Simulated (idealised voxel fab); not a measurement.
Documented hereafter: the process module known as voxel gate over fins.
Pictured: cross-section cut, 235 nm wide, on a grid of 5 nm square cells.
Heads up, the way a cross-section reads in here is a grid of square cells, handed over as bands from the top down, with every band being one or more rows of cells.
Quick guide to a band line: top height, bottom height (nm) up front; then every material left to right with its width in nm. Only one material and it's marked "throughout"? Then it fills the band edge to edge. And "empty" just means empty space.
Basically, 0 is our baseline, since under it the wafer straight out of the box is all one material. The bottom band has no lower end and keeps on going down, so it looks like "top 0, no bottom".
When a width is written as two numbers, as in "30..40", the first number is the width in the top row of cells of the band and the second is the width in its bottom row, and the width changes by the same amount from each row to the next.
A step reported as "remains unaltered" is a step in which no cell of the cross-section changed.
"Encapsulated voids" specifies each empty space that is not open to the top and that occupies no fewer than 8 cells, using the form width x height at distance, the distance measured from the left edge and all three quantities in nm.
Past the settings on a step's line: simulator remark, on that step.
overlay nm: how far to the right of its planned place the mask lay on this masked step (negative: to the left).

# Listed below are the process steps as planned
1) RECEIVE: material Si
2) CONFORMAL_DEP: material SiN, thk nm 5
3) MASKED_ETCH: tone cover, mask id FINS, width nm 15, pitch nm 55, etch materials SiN, depth nm 5, overlay nm 0
4) MASKED_ETCH: tone cover, mask id FINS, width nm 15, pitch nm 55, etch materials Si, depth nm 40, overlay nm 0
5) OXIDIZE: depth nm 5
6) FILL_DEP: material SiO2, thk nm 10
7) CMP: height nm 5
8) PATTERN: tone open, mask id RAIL, material resist, width nm 15, thk nm 20, overlay nm 0
9) DIRECTIONAL_ETCH: etch materials SiO2, depth nm 40
10) STRIP: etch materials resist
11) CONFORMAL_DEP: material TiN, thk nm 5
12) FILL_DEP: material Ru, thk nm 5
13) CMP: height nm 5
14) SELECTIVE_ETCH: etch materials W Ru TiN, depth nm 25
15) FILL_DEP: material SiO2, thk nm 5
16) CMP: height nm 5
17) SELECTIVE_ETCH: etch materials SiO2, depth nm 15
18) STRIP: etch materials SiN
19) CONFORMAL_DEP: material HfO2, thk nm 5
20) CONFORMAL_DEP: material TiN, thk nm 5
21) CONFORMAL_DEP: material TiAl, thk nm 5
22) CONFORMAL_DEP: material TiN, thk nm 5
23) FILL_DEP: material W, thk nm 15
24) CMP: height nm 30
25) CONFORMAL_DEP: material SiN, thk nm 5

# The first wafer of two, processed as planned

# Cross-section: wafer on arrival = after step 1
    top 0, no bottom  Si throughout
    Encapsulated voids: none

# After step 2, in cross-section
    top 5, bottom 0  SiN throughout
    Below 0 it's all the same as before, nothing changed down there.

# After step 3, in cross-section
    top 5, bottom 0  empty=80; SiN=15; empty=40; SiN=15; empty=85
    Below 0 it's all the same as before, nothing changed down there.

# After step 4, in cross-section
    top 5, bottom 0  empty=80; SiN=15; empty=40; SiN=15; empty=85
    top 0, bottom -40  empty=80; Si=15; empty=40; Si=15; empty=85
    Below -40 it's all the same as before, nothing changed down there.

# After step 5, in cross-section
    top 5, bottom 0  empty=80; SiN=15; empty=40; SiN=15; empty=85
    top 0, bottom -40  empty=80; SiO2=5; Si=5; SiO2=5; empty=40; SiO2=5; Si=5; SiO2=5; empty=85
    top -40, bottom -45  SiO2=85; Si=5; SiO2=50; Si=5; SiO2=90
    Below -45 it's all the same as before, nothing changed down there.

# After step 6, in cross-section
    top 15, bottom 5  SiO2 throughout
    top 5, bottom 0  SiO2=80; SiN=15; SiO2=40; SiN=15; SiO2=85
    top 0, bottom -45  SiO2=85; Si=5; SiO2=50; Si=5; SiO2=90
    Below -45 it's all the same as before, nothing changed down there.

# After step 7, in cross-section
    top 5, bottom 0  SiO2=80; SiN=15; SiO2=40; SiN=15; SiO2=85
    Below 0 it's all the same as before, nothing changed down there.

# After step 8, in cross-section
    top 25, bottom 5  resist=105; empty=15; resist=115
    Below 5 it's all the same as before, nothing changed down there.

# After step 9, in cross-section
    top 25, bottom 5  resist=105; empty=15; resist=115
    top 5, bottom 0  SiO2=80; SiN=15; SiO2=10; empty=15; SiO2=15; SiN=15; SiO2=85
    top 0, bottom -35  SiO2=85; Si=5; SiO2=15; empty=15; SiO2=20; Si=5; SiO2=90
    Below -35 it's all the same as before, nothing changed down there.

# After step 10, in cross-section
    top 5, bottom 0  SiO2=80; SiN=15; SiO2=10; empty=15; SiO2=15; SiN=15; SiO2=85
    Below 0 it's all the same as before, nothing changed down there.

# After step 11, in cross-section
    top 10, bottom 5  TiN=110; empty=5; TiN=120
    top 5, bottom 0  SiO2=80; SiN=15; SiO2=10; TiN=5; empty=5; TiN=5; SiO2=15; SiN=15; SiO2=85
    top 0, bottom -30  SiO2=85; Si=5; SiO2=15; TiN=5; empty=5; TiN=5; SiO2=20; Si=5; SiO2=90
    top -30, bottom -35  SiO2=85; Si=5; SiO2=15; TiN=15; SiO2=20; Si=5; SiO2=90
    Below -35 it's all the same as before, nothing changed down there.

# After step 12, in cross-section
    top 15, bottom 10  Ru throughout
    top 10, bottom 5  TiN=110; Ru=5; TiN=120
    top 5, bottom 0  SiO2=80; SiN=15; SiO2=10; TiN=5; Ru=5; TiN=5; SiO2=15; SiN=15; SiO2=85
    top 0, bottom -30  SiO2=85; Si=5; SiO2=15; TiN=5; Ru=5; TiN=5; SiO2=20; Si=5; SiO2=90
    Below -30 it's all the same as before, nothing changed down there.

# After step 13, in cross-section
    top 5, bottom 0  SiO2=80; SiN=15; SiO2=10; TiN=5; Ru=5; TiN=5; SiO2=15; SiN=15; SiO2=85
    Below 0 it's all the same as before, nothing changed down there.

# After step 14, in cross-section
    top 5, bottom 0  SiO2=80; SiN=15; SiO2=10; empty=15; SiO2=15; SiN=15; SiO2=85
    top 0, bottom -20  SiO2=85; Si=5; SiO2=15; empty=15; SiO2=20; Si=5; SiO2=90
    Below -20 it's all the same as before, nothing changed down there.

# After step 15, in cross-section
    top 10, bottom 5  SiO2 throughout
    top 5, bottom 0  SiO2=80; SiN=15; SiO2=40; SiN=15; SiO2=85
    top 0, bottom -20  SiO2=85; Si=5; SiO2=50; Si=5; SiO2=90
    Below -20 it's all the same as before, nothing changed down there.

# After step 16, in cross-section
    top 5, bottom 0  SiO2=80; SiN=15; SiO2=40; SiN=15; SiO2=85
    Below 0 it's all the same as before, nothing changed down there.

# After step 17, in cross-section
    top 5, bottom 0  empty=80; SiN=15; empty=40; SiN=15; empty=85
    top 0, bottom -10  empty=85; Si=5; empty=50; Si=5; empty=90
    Below -10 it's all the same as before, nothing changed down there.

# After step 18, in cross-section
    top 0, bottom -10  empty=85; Si=5; empty=50; Si=5; empty=90
    Below -10 it's all the same as before, nothing changed down there.

# After step 19, in cross-section
    top 5, bottom 0  empty=80; HfO2=15; empty=40; HfO2=15; empty=85
    top 0, bottom -5  empty=80; HfO2=5; Si=5; HfO2=5; empty=40; HfO2=5; Si=5; HfO2=5; empty=85
    top -5, bottom -10  HfO2=85; Si=5; HfO2=50; Si=5; HfO2=90
    Below -10 it's all the same as before, nothing changed down there.

# After step 20, in cross-section
    top 10, bottom 5  empty=75; TiN=25; empty=30; TiN=25; empty=80
    top 5, bottom 0  empty=75; TiN=5; HfO2=15; TiN=5; empty=30; TiN=5; HfO2=15; TiN=5; empty=80
    top 0, bottom -5  TiN=80; HfO2=5; Si=5; HfO2=5; TiN=40; HfO2=5; Si=5; HfO2=5; TiN=85
    Below -5 it's all the same as before, nothing changed down there.

# After step 21, in cross-section
    top 15, bottom 10  empty=70; TiAl=35; empty=20; TiAl=35; empty=75
    top 10, bottom 5  empty=70; TiAl=5; TiN=25; TiAl=5; empty=20; TiAl=5; TiN=25; TiAl=5; empty=75
    top 5, bottom 0  TiAl=75; TiN=5; HfO2=15; TiN=5; TiAl=30; TiN=5; HfO2=15; TiN=5; TiAl=80
    Below 0 it's all the same as before, nothing changed down there.

# After step 22, in cross-section
    top 20, bottom 15  empty=65; TiN=45; empty=10; TiN=45; empty=70
    top 15, bottom 10  empty=65; TiN=5; TiAl=35; TiN=5; empty=10; TiN=5; TiAl=35; TiN=5; empty=70
    top 10, bottom 5  TiN=70; TiAl=5; TiN=25; TiAl=5; TiN=20; TiAl=5; TiN=25; TiAl=5; TiN=75
    Below 5 it's all the same as before, nothing changed down there.

# After step 23, in cross-section
    top 35, bottom 20  W throughout
    top 20, bottom 15  W=65; TiN=45; W=10; TiN=45; W=70
    top 15, bottom 10  W=65; TiN=5; TiAl=35; TiN=5; W=10; TiN=5; TiAl=35; TiN=5; W=70
    Below 10 it's all the same as before, nothing changed down there.

# After step 24, in cross-section
    top 30, bottom 20  W throughout
    Below 20 it's all the same as before, nothing changed down there.

# After step 25, in cross-section
    top 35, bottom 30  SiN throughout
    Below 30 it's all the same as before, nothing changed down there.

# Second of two: same start, same plan, one run error; steps up to and including 3 match the first

# Second wafer, sectioned view, at step 4's planned end time
    top 5, bottom 0  empty=80; SiN=15; empty=40; SiN=15; empty=85
    top 0, bottom -40  empty=75; Si=20; empty=35; Si=20; empty=85
    Below -40 it's all the same as before, nothing changed down there.

# Second wafer, sectioned view, at step 5's planned end time
    top 5, bottom 0  empty=80; SiN=15; empty=40; SiN=15; empty=85
    top 0, bottom -5  empty=75; SiO2=10; Si=5; SiO2=5; empty=35; SiO2=10; Si=5; SiO2=5; empty=85
    top -5, bottom -40  empty=75; SiO2=5; Si=10; SiO2=5; empty=35; SiO2=5; Si=10; SiO2=5; empty=85
    top -40, bottom -45  SiO2=80; Si=10; SiO2=45; Si=10; SiO2=90
    Below -45 it's all the same as before, nothing changed down there.

# Second wafer, sectioned view, at step 6's planned end time
    top 15, bottom 5  SiO2 throughout
    top 5, bottom 0  SiO2=80; SiN=15; SiO2=40; SiN=15; SiO2=85
    top 0, bottom -5  SiO2=85; Si=5; SiO2=50; Si=5; SiO2=90
    top -5, bottom -45  SiO2=80; Si=10; SiO2=45; Si=10; SiO2=90
    Below -45 it's all the same as before, nothing changed down there.

# Second wafer, sectioned view, at step 7's planned end time
    top 5, bottom 0  SiO2=80; SiN=15; SiO2=40; SiN=15; SiO2=85
    Below 0 it's all the same as before, nothing changed down there.

# Second wafer, sectioned view, at step 8's planned end time
    top 25, bottom 5  resist=105; empty=15; resist=115
    Below 5 it's all the same as before, nothing changed down there.

# Second wafer, sectioned view, at step 9's planned end time
    top 25, bottom 5  resist=105; empty=15; resist=115
    top 5, bottom 0  SiO2=80; SiN=15; SiO2=10; empty=15; SiO2=15; SiN=15; SiO2=85
    top 0, bottom -5  SiO2=85; Si=5; SiO2=15; empty=15; SiO2=20; Si=5; SiO2=90
    top -5, bottom -35  SiO2=80; Si=10; SiO2=15; empty=15; SiO2=15; Si=10; SiO2=90
    Below -35 it's all the same as before, nothing changed down there.

# Second wafer, sectioned view, at step 10's planned end time
    top 5, bottom 0  SiO2=80; SiN=15; SiO2=10; empty=15; SiO2=15; SiN=15; SiO2=85
    Below 0 it's all the same as before, nothing changed down there.

# Second wafer, sectioned view, at step 11's planned end time
    top 10, bottom 5  TiN=110; empty=5; TiN=120
    top 5, bottom 0  SiO2=80; SiN=15; SiO2=10; TiN=5; empty=5; TiN=5; SiO2=15; SiN=15; SiO2=85
    top 0, bottom -5  SiO2=85; Si=5; SiO2=15; TiN=5; empty=5; TiN=5; SiO2=20; Si=5; SiO2=90
    top -5, bottom -30  SiO2=80; Si=10; SiO2=15; TiN=5; empty=5; TiN=5; SiO2=15; Si=10; SiO2=90
    top -30, bottom -35  SiO2=80; Si=10; SiO2=15; TiN=15; SiO2=15; Si=10; SiO2=90
    Below -35 it's all the same as before, nothing changed down there.

# Second wafer, sectioned view, at step 12's planned end time
    top 15, bottom 10  Ru throughout
    top 10, bottom 5  TiN=110; Ru=5; TiN=120
    top 5, bottom 0  SiO2=80; SiN=15; SiO2=10; TiN=5; Ru=5; TiN=5; SiO2=15; SiN=15; SiO2=85
    top 0, bottom -5  SiO2=85; Si=5; SiO2=15; TiN=5; Ru=5; TiN=5; SiO2=20; Si=5; SiO2=90
    top -5, bottom -30  SiO2=80; Si=10; SiO2=15; TiN=5; Ru=5; TiN=5; SiO2=15; Si=10; SiO2=90
    Below -30 it's all the same as before, nothing changed down there.

# Second wafer, sectioned view, at step 13's planned end time
    top 5, bottom 0  SiO2=80; SiN=15; SiO2=10; TiN=5; Ru=5; TiN=5; SiO2=15; SiN=15; SiO2=85
    Below 0 it's all the same as before, nothing changed down there.

# Second wafer, sectioned view, at step 14's planned end time
    top 5, bottom 0  SiO2=80; SiN=15; SiO2=10; empty=15; SiO2=15; SiN=15; SiO2=85
    top 0, bottom -5  SiO2=85; Si=5; SiO2=15; empty=15; SiO2=20; Si=5; SiO2=90
    top -5, bottom -20  SiO2=80; Si=10; SiO2=15; empty=15; SiO2=15; Si=10; SiO2=90
    Below -20 it's all the same as before, nothing changed down there.

# Second wafer, sectioned view, at step 15's planned end time
    top 10, bottom 5  SiO2 throughout
    top 5, bottom 0  SiO2=80; SiN=15; SiO2=40; SiN=15; SiO2=85
    top 0, bottom -5  SiO2=85; Si=5; SiO2=50; Si=5; SiO2=90
    top -5, bottom -20  SiO2=80; Si=10; SiO2=45; Si=10; SiO2=90
    Below -20 it's all the same as before, nothing changed down there.

# Second wafer, sectioned view, at step 16's planned end time
    top 5, bottom 0  SiO2=80; SiN=15; SiO2=40; SiN=15; SiO2=85
    Below 0 it's all the same as before, nothing changed down there.

# Second wafer, sectioned view, at step 17's planned end time
    top 5, bottom 0  empty=80; SiN=15; empty=40; SiN=15; empty=85
    top 0, bottom -10  empty=85..80; Si=5..10; empty=50..45; Si=5..10; empty=90
    Below -10 it's all the same as before, nothing changed down there.

# Second wafer, sectioned view, at step 18's planned end time
    top 0, bottom -10  empty=85..80; Si=5..10; empty=50..45; Si=5..10; empty=90
    Below -10 it's all the same as before, nothing changed down there.

# Second wafer, sectioned view, at step 19's planned end time
    top 5, bottom 0  empty=80; HfO2=15; empty=40; HfO2=15; empty=85
    top 0, bottom -5  empty=75; HfO2=10; Si=5; HfO2=5; empty=35; HfO2=10; Si=5; HfO2=5; empty=85
    top -5, bottom -10  HfO2=80; Si=10; HfO2=45; Si=10; HfO2=90
    Below -10 it's all the same as before, nothing changed down there.

# Second wafer, sectioned view, at step 20's planned end time
    top 10, bottom 5  empty=75; TiN=25; empty=30; TiN=25; empty=80
    top 5, bottom 0  empty=70; TiN=10; HfO2=15; TiN=5; empty=25; TiN=10; HfO2=15; TiN=5; empty=80
    top 0, bottom -5  TiN=75; HfO2=10; Si=5; HfO2=5; TiN=35; HfO2=10; Si=5; HfO2=5; TiN=85
    Below -5 it's all the same as before, nothing changed down there.

# Second wafer, sectioned view, at step 21's planned end time
    top 15, bottom 10  empty=70; TiAl=35; empty=20; TiAl=35; empty=75
    top 10, bottom 5  empty=65; TiAl=10; TiN=25; TiAl=5; empty=15; TiAl=10; TiN=25; TiAl=5; empty=75
    top 5, bottom 0  TiAl=70; TiN=10; HfO2=15; TiN=5; TiAl=25; TiN=10; HfO2=15; TiN=5; TiAl=80
    Below 0 it's all the same as before, nothing changed down there.

# Second wafer, sectioned view, at step 22's planned end time
    top 20, bottom 15  empty=65; TiN=45; empty=10; TiN=45; empty=70
    top 15, bottom 10  empty=60; TiN=10; TiAl=35; TiN=5; empty=5; TiN=10; TiAl=35; TiN=5; empty=70
    top 10, bottom 5  TiN=65; TiAl=10; TiN=25; TiAl=5; TiN=15; TiAl=10; TiN=25; TiAl=5; TiN=75
    Below 5 it's all the same as before, nothing changed down there.

# Second wafer, sectioned view, at step 23's planned end time
    top 35, bottom 20  W throughout
    top 20, bottom 15  W=65; TiN=45; W=10; TiN=45; W=70
    top 15, bottom 10  W=60; TiN=10; TiAl=35; TiN=5; W=5; TiN=10; TiAl=35; TiN=5; W=70
    Below 10 it's all the same as before, nothing changed down there.

# Second wafer, sectioned view, at step 24's planned end time
    top 30, bottom 20  W throughout
    Below 20 it's all the same as before, nothing changed down there.

# Second wafer, sectioned view, at step 25's planned end time
    top 35, bottom 30  SiN throughout
    Below 30 it's all the same as before, nothing changed down there.
Where did the run depart from the plan? step 4 changed vs plan, executed as MASKED_ETCH: tone cover, mask id FINS, width nm 15, pitch nm 55, etch materials Si, depth nm 40, overlay nm -5
In the final state, the cell counts of the second wafer exceed or fall short of those of the first for the following materials: 16 more of Si, 14 fewer of SiO2, 2 fewer of W
